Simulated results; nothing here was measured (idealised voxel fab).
This section sets out a process module, namely voxel wiring stack.
Cross-section cut spans 205 nm and uses square cells 5 nm in size.
Think of the cross-section as a grid of square cells. We describe it in bands, top to bottom, and each band covers one or more rows of those cells.
Quick guide to a band line: top height, bottom height (nm) up front; then every material left to right with its width in nm. Only one material and it's marked "everywhere"? Then it fills the band edge to edge. And "blank" just means empty space.
Heights from 0 (as-received wafer is one material below). Bottom band endless downward, as "from 0 down".
The width entry "30 to 40" should be interpreted row by row: the top row of cells in the band takes the first number, the bottom row takes the second number, and the change between adjacent rows is uniform throughout.
"same as before" (step): cross-section cells unchanged, all of them.
The entry "Catalogued sealed voids" lists the empty spaces that cover at least 8 cells and have no open path to the top. Each is written as width x height at distance, where the distance is measured from the left edge and all three values are in nm.
Read whatever lies past the settings on a step's line as the simulator's own remark about the step.
You can add "overlay nm" to a step's line. For a step with a mask, it describes how far the mask lay to the right of its planned position, and a negative number describes a lay to the left.

Process steps - plan:
1,RECEIVE [material Si]
2,CONFORMAL_DEP [material SiO2] [thk nm 15]
3,DIRECTIONAL_DEP [material TiN] [thk nm 5]
4,DIRECTIONAL_DEP [material W] [thk nm 15]
5,MASKED_ETCH [tone cover] [mask id METAL_1] [width nm 25] [pitch nm 55] [etch materials W] [depth nm 15] [overlay nm 0]
6,MASKED_ETCH [tone cover] [mask id METAL_1] [width nm 25] [pitch nm 55] [etch materials TiN] [depth nm 5] [overlay nm 0]
7,CONFORMAL_DEP [material SiCN] [thk nm 5]
8,FILL_DEP [material SiO2] [thk nm 10]
9,CMP [height nm 35]
10,CONFORMAL_DEP [material SiCN] [thk nm 5]
11,DIRECTIONAL_DEP [material SiO2] [thk nm 20]
12,PATTERN [tone open] [mask id PLUG_1] [material resist] [width nm 15] [pitch nm 55] [thk nm 15] [overlay nm 0]
13,DIRECTIONAL_ETCH [etch materials SiO2] [depth nm 20]
14,DIRECTIONAL_ETCH [etch materials SiCN] [depth nm 5]
15,STRIP [etch materials resist]
16,CONFORMAL_DEP [material TiN] [thk nm 5]
17,FILL_DEP [material Cu] [thk nm 5]
18,CMP [height nm 60]
19,CONFORMAL_DEP [material SiCN] [thk nm 5]
20,DIRECTIONAL_DEP [material lowk] [thk nm 15]
21,DIRECTIONAL_DEP [material aC] [thk nm 10]
22,PATTERN [tone open] [mask id METAL_2] [material resist] [width nm 25] [pitch nm 55] [thk nm 25] [overlay nm 0]
23,DIRECTIONAL_ETCH [etch materials aC] [depth nm 10]
24,STRIP [etch materials resist]
25,DIRECTIONAL_ETCH [etch materials lowk] [depth nm 15]
26,DIRECTIONAL_ETCH [etch materials SiCN] [depth nm 5]
27,STRIP [etch materials aC]
28,CONFORMAL_DEP [material TiN] [thk nm 5]
29,FILL_DEP [material Cu] [thk nm 10]
30,CMP [height nm 80]
31,CONFORMAL_DEP [material SiCN] [thk nm 5]
32,DIRECTIONAL_DEP [material SiO2] [thk nm 15]
33,PATTERN [tone open] [mask id PLUG_2] [material resist] [width nm 15] [pitch nm 55] [thk nm 20] [overlay nm 0]
34,DIRECTIONAL_ETCH [etch materials SiO2] [depth nm 15]
35,DIRECTIONAL_ETCH [etch materials SiCN] [depth nm 5]
36,STRIP [etch materials resist]
37,EPI [material Ru] [thk nm 10]
38,EPI [material Ru] [thk nm 10]
39,CONFORMAL_DEP [material SiCN] [thk nm 5]
40,DIRECTIONAL_DEP [material SiO2] [thk nm 20]
41,DIRECTIONAL_DEP [material aC] [thk nm 10]
42,PATTERN [tone open] [mask id METAL_3] [material resist] [width nm 25] [pitch nm 55] [thk nm 25] [overlay nm 0]
43,DIRECTIONAL_ETCH [etch materials aC] [depth nm 10]
44,STRIP [etch materials resist]
45,DIRECTIONAL_ETCH [etch materials SiO2] [depth nm 20]
46,DIRECTIONAL_ETCH [etch materials SiCN] [depth nm 5]
47,STRIP [etch materials aC]
48,CONFORMAL_DEP [material TiN] [thk nm 5]
49,FILL_DEP [material Ru] [thk nm 10]
50,CMP [height nm 125]
51,CONFORMAL_DEP [material SiN] [thk nm 5]

Cross-section of the wafer as it came to us, i.e., already through step 1:
	from 0 down | Si everywhere
	Catalogued sealed voids: none

Sectioned view, first of two wafers, at the close of the module, processed as intended in the plan:
	from 130 to 125 | SiN everywhere
	from 125 to 105 | 60 nm SiO2 | 5 nm TiN | 15 nm Ru | 5 nm TiN | 30 nm SiO2 | 5 nm TiN | 15 nm Ru | 5 nm TiN | 65 nm SiO2
	from 105 to 100 | 60 nm SiCN | 25 nm TiN | 30 nm SiCN | 25 nm TiN | 65 nm SiCN
	from 100 to 85 | 60 nm SiO2 | 15 nm Ru | 40 nm SiO2 | 15 nm Ru | 75 nm SiO2
	from 85 to 80 | 60 nm SiCN | 15 nm Ru | 40 nm SiCN | 15 nm Ru | 75 nm SiCN
	from 80 to 65 | 60 nm lowk | 5 nm TiN | 15 nm Cu | 5 nm TiN | 30 nm lowk | 5 nm TiN | 15 nm Cu | 5 nm TiN | 65 nm lowk
	from 65 to 60 | 60 nm SiCN | 25 nm TiN | 30 nm SiCN | 25 nm TiN | 65 nm SiCN
	from 60 to 40 | 60 nm SiO2 | 5 nm TiN | 5 nm Cu | 5 nm TiN | 40 nm SiO2 | 5 nm TiN | 5 nm Cu | 5 nm TiN | 75 nm SiO2
	from 40 to 35 | 60 nm SiCN | 15 nm TiN | 40 nm SiCN | 15 nm TiN | 75 nm SiCN
	from 35 to 20 | 55 nm SiO2 | 5 nm SiCN | 25 nm W | 5 nm SiCN | 20 nm SiO2 | 5 nm SiCN | 25 nm W | 5 nm SiCN | 60 nm SiO2
	from 20 to 15 | 60 nm SiCN | 25 nm TiN | 30 nm SiCN | 25 nm TiN | 65 nm SiCN
	from 15 to 0 | SiO2 everywhere
	from 0 down | Si everywhere
	Catalogued sealed voids: none

Presented here is a cross-section of the second of the two wafers as it stood at the end of the module. It was started in the same manner and assigned the same plan as the first wafer; however, one mistake was made in its execution:
	from 130 to 125 | SiN everywhere
	from 125 to 110 | 60 nm SiO2 | 5 nm TiN | 15 nm Ru | 5 nm TiN | 30 nm SiO2 | 5 nm TiN | 15 nm Ru | 5 nm TiN | 65 nm SiO2
	from 110 to 105 | 60 nm SiO2 | 25 nm TiN | 30 nm SiO2 | 25 nm TiN | 65 nm SiO2
	from 105 to 100 | Ru everywhere
	from 100 to 85 | 60 nm SiO2 | 15 nm Ru | 40 nm SiO2 | 15 nm Ru | 75 nm SiO2
	from 85 to 80 | 60 nm SiCN | 15 nm Ru | 40 nm SiCN | 15 nm Ru | 75 nm SiCN
	from 80 to 65 | 60 nm lowk | 5 nm TiN | 15 nm Cu | 5 nm TiN | 30 nm lowk | 5 nm TiN | 15 nm Cu | 5 nm TiN | 65 nm lowk
	from 65 to 60 | 60 nm SiCN | 25 nm TiN | 30 nm SiCN | 25 nm TiN | 65 nm SiCN
	from 60 to 40 | 60 nm SiO2 | 5 nm TiN | 5 nm Cu | 5 nm TiN | 40 nm SiO2 | 5 nm TiN | 5 nm Cu | 5 nm TiN | 75 nm SiO2
	from 40 to 35 | 60 nm SiCN | 15 nm TiN | 40 nm SiCN | 15 nm TiN | 75 nm SiCN
	from 35 to 20 | 55 nm SiO2 | 5 nm SiCN | 25 nm W | 5 nm SiCN | 20 nm SiO2 | 5 nm SiCN | 25 nm W | 5 nm SiCN | 60 nm SiO2
	from 20 to 15 | 60 nm SiCN | 25 nm TiN | 30 nm SiCN | 25 nm TiN | 65 nm SiCN
	from 15 to 0 | SiO2 everywhere
	from 0 down | Si everywhere
	Catalogued sealed voids: none
Which mistake was made when the wafer was run? note that step 39 departed from the planned setting and was carried out as CONFORMAL_DEP [material Ru] [thk nm 5]
Per the end-of-run cell counts, the second wafer holds more or fewer of some materials than the first: Ru: 35 more; SiCN: 31 fewer; TiN: 4 fewer
